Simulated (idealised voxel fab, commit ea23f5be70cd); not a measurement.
The process module that follows is named voxel self aligned vias.
The figure presents cross-section cut, which has a width of 235 nm and is divided into square cells with an edge length of 5 nm.
The cross-sections in this document take the form of a grid made of square cells. They are written out as bands, in order from top to bottom. Each band consists of one or more rows of cells. For a band, the entry starts with two heights in nm, that of the top and then that of the bottom, and carries on with the band's materials in order from left to right, each alongside its width in nm; the word "all across" beside a single material means it fills the band edge to edge, and "empty" means empty space. Heights are reckoned from 0. Under this level, the received wafer is all of one material. The bottommost band is open-ended downward, for example "from 0 down". The expression "30->40" gives the width at the extremes of the band, the first number at its top row of cells and the second at its bottom row, with the width changing by equal amounts from each row to the next in between. No cell of the cross-section changed in a step that is given as "no alteration". The list in "Non-vented voids" covers empty spaces of 8 cells or more that cannot reach the top through any open way, and it gives each as width x height at distance; the distance is from the left edge, and width, height and distance are in nm. after a step's settings: what the simulator itself notes on the step. Each step line may optionally specify "overlay nm", which for a step with a mask gives the rightward distance between the mask's planned place and where it lay, a negative value indicating the leftward direction.
Process steps (planned)
1,RECEIVE,material Si
2,CONFORMAL_DEP,material SiO2,thk nm 10
3,CONFORMAL_DEP,material SiCN,thk nm 5
4,DIRECTIONAL_DEP,material SiO2,thk nm 20
5,PATTERN,tone open,mask id LINES,material resist,width nm 30,pitch nm 70,thk nm 20,overlay nm 0
6,DIRECTIONAL_ETCH,etch materials SiO2,depth nm 20
7,STRIP,etch materials resist
8,CONFORMAL_DEP,material TiN,thk nm 5
9,FILL_DEP,material Ru,thk nm 5
10,CMP,height nm 35
11,SELECTIVE_ETCH,etch materials W Ru TiN,depth nm 10
12,FILL_DEP,material SiN,thk nm 5
13,CMP,height nm 35
14,DIRECTIONAL_DEP,material SiO2,thk nm 15
15,DIRECTIONAL_DEP,material aC,thk nm 15
16,PATTERN,tone open,mask id VIAS,material resist,width nm 50,pitch nm 70,thk nm 35,overlay nm 0
17,DIRECTIONAL_ETCH,etch materials aC,depth nm 15
18,STRIP,etch materials resist
19,DIRECTIONAL_ETCH,etch materials SiO2,depth nm 15
20,DIRECTIONAL_ETCH,etch materials SiN,depth nm 10
21,STRIP,etch materials aC
22,CONFORMAL_DEP,material TiN,thk nm 5
23,FILL_DEP,material W,thk nm 5
24,CMP,height nm 50
25,CONFORMAL_DEP,material SiCN,thk nm 5
Cross-sectional view of the wafer in its as-received condition, corresponding to the state after step 1
  from 0 down = Si all across
  Non-vented voids: none
Final cross-section, module run with one mistake (start and plan as above)
  from 55 to 50 = SiCN all across
  from 50 to 35 = 20 nm SiO2  5 nm TiN  40 nm W  5 nm TiN  20 nm SiO2  5 nm TiN  40 nm W  5 nm TiN  20 nm SiO2  5 nm TiN  40 nm W  5 nm TiN  25 nm SiO2
  from 35 to 30 = 20 nm SiN  15 nm TiN  20 nm W  15 nm TiN  20 nm SiN  15 nm TiN  20 nm W  15 nm TiN  20 nm SiN  15 nm TiN  20 nm W  15 nm TiN  25 nm SiN
  from 30 to 25 = 30 nm SiO2  30 nm TiN  40 nm SiO2  30 nm TiN  40 nm SiO2  30 nm TiN  35 nm SiO2
  from 25 to 15 = 30 nm SiO2  5 nm TiN  20 nm Ru  5 nm TiN  40 nm SiO2  5 nm TiN  20 nm Ru  5 nm TiN  40 nm SiO2  5 nm TiN  20 nm Ru  5 nm TiN  35 nm SiO2
  from 15 to 10 = 30 nm SiO2  30 nm TiN  40 nm SiO2  30 nm TiN  40 nm SiO2  30 nm TiN  35 nm SiO2
  from 10 to 0 = SiO2 all across
  from 0 down = Si all across
  Non-vented voids: none
Misprocessing identified: step 3 of the plan was omitted and not executed
